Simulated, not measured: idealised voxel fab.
Process module, titled voxel ribs on slabs
Cross-section cut spans 155 nm and uses square cells 5 nm in size.
Throughout this document, each cross-section is represented as a grid of square cells and is presented as a sequence of bands enumerated from the top downward, where a band comprises one or more rows of cells. Band: top and bottom heights (nm) first, top before bottom; then materials from left to right, widths in nm. "all across" marks a sole material filling the band edge to edge. "air" denotes empty space. Counting heights begins at 0, where everything beneath is, in the wafer as received, one material. The lowest band has no bottom; it goes on downwards, as "top 0, no bottom" shows. A two-number width, for instance "30 to 40", indicates that the width is equal to the first number in the top row of the band and to the second number in the bottom row, and that it changes by a constant amount per row of cells. The cross-section has no changed cell in any step marked "no alterations made". If an empty space has no open way to the top and is at least 8 cells in size, "Encapsulated voids" lists it, written width x height at distance, where distance is measured from the left edge and every value is in nm. Formally, on a step line, whatever follows the settings is a remark that the simulator itself makes on the step. Each step line may optionally specify "overlay nm", which for a step with a mask gives the rightward distance between the mask's planned place and where it lay, a negative value indicating the leftward direction.
THE FOLLOWING LIST GIVES THE PLANNED PROCESS STEPS
| 1 | RECEIVE: material Si |
| 2 | DIRECTIONAL_DEP: material SiO2, thk nm 20 |
| 3 | DIRECTIONAL_DEP: material SiN, thk nm 15 |
| 4 | DIRECTIONAL_DEP: material aC, thk nm 10 |
| 5 | PATTERN: tone cover, mask id RIB, material resist, width nm 30, thk nm 30, overlay nm 0 |
| 6 | DIRECTIONAL_ETCH: etch materials aC, depth nm 10 |
| 7 | STRIP: etch materials resist |
| 8 | DIRECTIONAL_ETCH: etch materials SiN, depth nm 10 |
| 9 | STRIP: etch materials aC |
| 10 | DIRECTIONAL_DEP: material aC, thk nm 15 |
| 11 | PATTERN: tone cover, mask id SLAB, material resist, width nm 90, thk nm 35, overlay nm 0 |
| 12 | DIRECTIONAL_ETCH: etch materials aC, depth nm 15 |
| 13 | STRIP: etch materials resist |
| 14 | DIRECTIONAL_ETCH: etch materials SiN, depth nm 5 |
| 15 | STRIP: etch materials aC |
| 16 | FILL_DEP: material SiO2, thk nm 25 |
| 17 | CMP: height nm 50 |
| 18 | DIRECTIONAL_DEP: material W, thk nm 10 |
| 19 | DIRECTIONAL_DEP: material aC, thk nm 15 |
| 20 | PATTERN: tone cover, mask id HEATER, material resist, width nm 40, thk nm 35, overlay nm 0 |
| 21 | DIRECTIONAL_ETCH: etch materials aC, depth nm 15 |
| 22 | STRIP: etch materials resist |
| 23 | DIRECTIONAL_ETCH: etch materials W, depth nm 10 |
| 24 | STRIP: etch materials aC |
| 25 | CONFORMAL_DEP: material SiN, thk nm 10 |
FIRST WAFER OF TWO (RUN AS PLANNED)
RECEIVED-STATE CROSS-SECTION, REFLECTING COMPLETION OF STEP 1
  top 0, no bottom: Si all across
  Encapsulated voids: none
CROSS-SECTION OF THE WAFER SUBSEQUENT TO STEP 2
  top 20, bottom 0: SiO2 all across
  No changes below 0.
CROSS-SECTION OF THE WAFER SUBSEQUENT TO STEP 3
  top 35, bottom 20: SiN all across
  No changes below 20.
CROSS-SECTION OF THE WAFER SUBSEQUENT TO STEP 4
  top 45, bottom 35: aC all across
  No changes below 35.
CROSS-SECTION OF THE WAFER SUBSEQUENT TO STEP 5
  top 75, bottom 45: air 60; resist 30; air 65
  No changes below 45.
CROSS-SECTION OF THE WAFER SUBSEQUENT TO STEP 6
  top 65, bottom 45: air 60; resist 30; air 65
  top 45, bottom 35: air 60; aC 30; air 65
  No changes below 35.
CROSS-SECTION OF THE WAFER SUBSEQUENT TO STEP 7
  top 45, bottom 35: air 60; aC 30; air 65
  No changes below 35.
CROSS-SECTION OF THE WAFER SUBSEQUENT TO STEP 8
  top 45, bottom 35: air 60; aC 30; air 65
  top 35, bottom 25: air 60; SiN 30; air 65
  No changes below 25.
CROSS-SECTION OF THE WAFER SUBSEQUENT TO STEP 9
  top 35, bottom 25: air 60; SiN 30; air 65
  No changes below 25.
CROSS-SECTION OF THE WAFER SUBSEQUENT TO STEP 10
  top 50, bottom 40: air 60; aC 30; air 65
  top 40, bottom 35: aC all across
  top 35, bottom 25: aC 60; SiN 30; aC 65
  No changes below 25.
CROSS-SECTION OF THE WAFER SUBSEQUENT TO STEP 11
  top 85, bottom 50: air 30; resist 90; air 35
  top 50, bottom 40: air 30; resist 30; aC 30; resist 30; air 35
  No changes below 40.
CROSS-SECTION OF THE WAFER SUBSEQUENT TO STEP 12
  top 70, bottom 50: air 30; resist 90; air 35
  top 50, bottom 40: air 30; resist 30; aC 30; resist 30; air 35
  top 40, bottom 35: air 30; aC 90; air 35
  top 35, bottom 25: air 30; aC 30; SiN 30; aC 30; air 35
  No changes below 25.
CROSS-SECTION OF THE WAFER SUBSEQUENT TO STEP 13
  top 50, bottom 40: air 60; aC 30; air 65
  No changes below 40.
CROSS-SECTION OF THE WAFER SUBSEQUENT TO STEP 14
  top 50, bottom 40: air 60; aC 30; air 65
  top 40, bottom 35: air 30; aC 90; air 35
  top 35, bottom 25: air 30; aC 30; SiN 30; aC 30; air 35
  top 25, bottom 20: air 30; SiN 90; air 35
  No changes below 20.
CROSS-SECTION OF THE WAFER SUBSEQUENT TO STEP 15
  top 35, bottom 25: air 60; SiN 30; air 65
  No changes below 25.
CROSS-SECTION OF THE WAFER SUBSEQUENT TO STEP 16
  top 60, bottom 35: SiO2 all across
  top 35, bottom 25: SiO2 60; SiN 30; SiO2 65
  top 25, bottom 20: SiO2 30; SiN 90; SiO2 35
  No changes below 20.
CROSS-SECTION OF THE WAFER SUBSEQUENT TO STEP 17
  top 50, bottom 35: SiO2 all across
  No changes below 35.
CROSS-SECTION OF THE WAFER SUBSEQUENT TO STEP 18
  top 60, bottom 50: W all across
  No changes below 50.
CROSS-SECTION OF THE WAFER SUBSEQUENT TO STEP 19
  top 75, bottom 60: aC all across
  No changes below 60.
CROSS-SECTION OF THE WAFER SUBSEQUENT TO STEP 20
  top 110, bottom 75: air 55; resist 40; air 60
  No changes below 75.
CROSS-SECTION OF THE WAFER SUBSEQUENT TO STEP 21
  top 95, bottom 75: air 55; resist 40; air 60
  top 75, bottom 60: air 55; aC 40; air 60
  No changes below 60.
CROSS-SECTION OF THE WAFER SUBSEQUENT TO STEP 22
  top 75, bottom 60: air 55; aC 40; air 60
  No changes below 60.
CROSS-SECTION OF THE WAFER SUBSEQUENT TO STEP 23
  top 75, bottom 60: air 55; aC 40; air 60
  top 60, bottom 50: air 55; W 40; air 60
  No changes below 50.
CROSS-SECTION OF THE WAFER SUBSEQUENT TO STEP 24
  top 60, bottom 50: air 55; W 40; air 60
  No changes below 50.
CROSS-SECTION OF THE WAFER SUBSEQUENT TO STEP 25
  top 70, bottom 60: air 45; SiN 60; air 50
  top 60, bottom 50: SiN 55; W 40; SiN 60
  No changes below 50.
SECOND WAFER: LIKE START, LIKE PLAN, ONE MISTAKE. THROUGH STEP 10 IT MATCHES THE FIRST WAFER
HERE IS THE SECOND WAFER IN CROSS-SECTION AT THE POINT WHERE STEP 11 OF THE PLAN SHOULD HAVE BEEN DONE
  top 85, bottom 50: air 35; resist 80; air 40
  top 50, bottom 40: air 35; resist 25; aC 30; resist 25; air 40
  No changes below 40.
HERE IS THE SECOND WAFER IN CROSS-SECTION AT THE POINT WHERE STEP 12 OF THE PLAN SHOULD HAVE BEEN DONE
  top 70, bottom 50: air 35; resist 80; air 40
  top 50, bottom 40: air 35; resist 25; aC 30; resist 25; air 40
  top 40, bottom 35: air 35; aC 80; air 40
  top 35, bottom 25: air 35; aC 25; SiN 30; aC 25; air 40
  No changes below 25.
HERE IS THE SECOND WAFER IN CROSS-SECTION AT THE POINT WHERE STEP 13 OF THE PLAN SHOULD HAVE BEEN DONE
  top 50, bottom 40: air 60; aC 30; air 65
  No changes below 40.
HERE IS THE SECOND WAFER IN CROSS-SECTION AT THE POINT WHERE STEP 14 OF THE PLAN SHOULD HAVE BEEN DONE
  top 50, bottom 40: air 60; aC 30; air 65
  top 40, bottom 35: air 35; aC 80; air 40
  top 35, bottom 25: air 35; aC 25; SiN 30; aC 25; air 40
  top 25, bottom 20: air 35; SiN 80; air 40
  No changes below 20.
HERE IS THE SECOND WAFER IN CROSS-SECTION AT THE POINT WHERE STEP 15 OF THE PLAN SHOULD HAVE BEEN DONE
  top 35, bottom 25: air 60; SiN 30; air 65
  No changes below 25.
HERE IS THE SECOND WAFER IN CROSS-SECTION AT THE POINT WHERE STEP 16 OF THE PLAN SHOULD HAVE BEEN DONE
  top 60, bottom 35: SiO2 all across
  top 35, bottom 25: SiO2 60; SiN 30; SiO2 65
  top 25, bottom 20: SiO2 35; SiN 80; SiO2 40
  No changes below 20.
HERE IS THE SECOND WAFER IN CROSS-SECTION AT THE POINT WHERE STEP 17 OF THE PLAN SHOULD HAVE BEEN DONE
  top 50, bottom 35: SiO2 all across
  No changes below 35.
HERE IS THE SECOND WAFER IN CROSS-SECTION AT THE POINT WHERE STEP 18 OF THE PLAN SHOULD HAVE BEEN DONE
  top 60, bottom 50: W all across
  No changes below 50.
HERE IS THE SECOND WAFER IN CROSS-SECTION AT THE POINT WHERE STEP 19 OF THE PLAN SHOULD HAVE BEEN DONE
  top 75, bottom 60: aC all across
  No changes below 60.
HERE IS THE SECOND WAFER IN CROSS-SECTION AT THE POINT WHERE STEP 20 OF THE PLAN SHOULD HAVE BEEN DONE
  top 110, bottom 75: air 55; resist 40; air 60
  No changes below 75.
HERE IS THE SECOND WAFER IN CROSS-SECTION AT THE POINT WHERE STEP 21 OF THE PLAN SHOULD HAVE BEEN DONE
  top 95, bottom 75: air 55; resist 40; air 60
  top 75, bottom 60: air 55; aC 40; air 60
  No changes below 60.
HERE IS THE SECOND WAFER IN CROSS-SECTION AT THE POINT WHERE STEP 22 OF THE PLAN SHOULD HAVE BEEN DONE
  top 75, bottom 60: air 55; aC 40; air 60
  No changes below 60.
HERE IS THE SECOND WAFER IN CROSS-SECTION AT THE POINT WHERE STEP 23 OF THE PLAN SHOULD HAVE BEEN DONE
  top 75, bottom 60: air 55; aC 40; air 60
  top 60, bottom 50: air 55; W 40; air 60
  No changes below 50.
HERE IS THE SECOND WAFER IN CROSS-SECTION AT THE POINT WHERE STEP 24 OF THE PLAN SHOULD HAVE BEEN DONE
  top 60, bottom 50: air 55; W 40; air 60
  No changes below 50.
HERE IS THE SECOND WAFER IN CROSS-SECTION AT THE POINT WHERE STEP 25 OF THE PLAN SHOULD HAVE BEEN DONE
  top 70, bottom 60: air 45; SiN 60; air 50
  top 60, bottom 50: SiN 55; W 40; SiN 60
  No changes below 50.
In executing the process, a mistake was made relative to the plan: step 11 ran with different settings than intended, the actual operation and settings being PATTERN: tone cover, mask id SLAB, material resist, width nm 80, thk nm 35, overlay nm 0
End of process, cell counts, second wafer against first, materials with more or fewer: 2 fewer of SiN, 2 more of SiO2
